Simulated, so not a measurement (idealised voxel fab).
The document below concerns the process module designated voxel local oxidation.
185 nm wide, 5 nm square cells: that's cross-section cut.
Throughout this document, each cross-section is represented as a grid of square cells and is presented as a sequence of bands enumerated from the top downward, where a band comprises one or more rows of cells.
Heads up on the band format: heights come first, top then bottom, in nm. After that it's the materials left to right, each with its width in nm. A single material flagged "all across" fills the whole band edge to edge, and "blank" means there's empty space there.
The level at which height equals 0 is the one under which the wafer, as it arrives, is entirely one material. No lower edge exists for the bottom band, which continues downward and is notated as in "top 0, no bottom".
Width "30..40": first value at the band's top row of cells, second value at its bottom row, equal change from row to row.
"identical to before", as given for a step, is the statement that not any cell of the cross-section underwent a change during that step.
Listed in "Closed void register": every empty space of 8 or more cells without an open way to the top. Form: width x height at distance, the distance being from the left edge, all in nm.
Whatever follows a step's settings on its line is a remark the simulator itself makes about that step.
A step line may carry the setting "overlay nm", which, for steps involving a mask, states the distance by which the mask lay to the right of its intended position; negative values denote displacement to the left.
[The process steps that were planned are listed below]
1) RECEIVE, material Si
2) OXIDIZE, depth nm 5
3) CONFORMAL_DEP, material SiN, thk nm 15
4) PATTERN, tone cover, mask id ACTIVE, material resist, width nm 105, thk nm 20, overlay nm 0
5) DIRECTIONAL_ETCH, etch materials SiN, depth nm 15
6) STRIP, etch materials resist
7) SELECTIVE_ETCH, etch materials SiO2, depth nm 5
8) OXIDIZE, depth nm 10
9) STRIP, etch materials SiN
[Cross-section of the wafer at receipt, which is the condition after step 1]
* top 0, no bottom = Si all across
* Closed void register: none
[Below is the wafer in cross-section after the module was completed. It began from the starting point shown above and followed the plan shown above, except that one mistake was made while running it]
* top 15, bottom 0 = 40 nm blank / 105 nm SiN / 40 nm blank
* top 0, bottom -5 = 45 nm blank / 95 nm SiO2 / 45 nm blank
* top -5, bottom -15 = 55 nm SiO2 / 75 nm Si / 55 nm SiO2
* top -15, no bottom = Si all across
* Closed void register: none
Finding, execution versus plan: plan step 9: skipped, not run
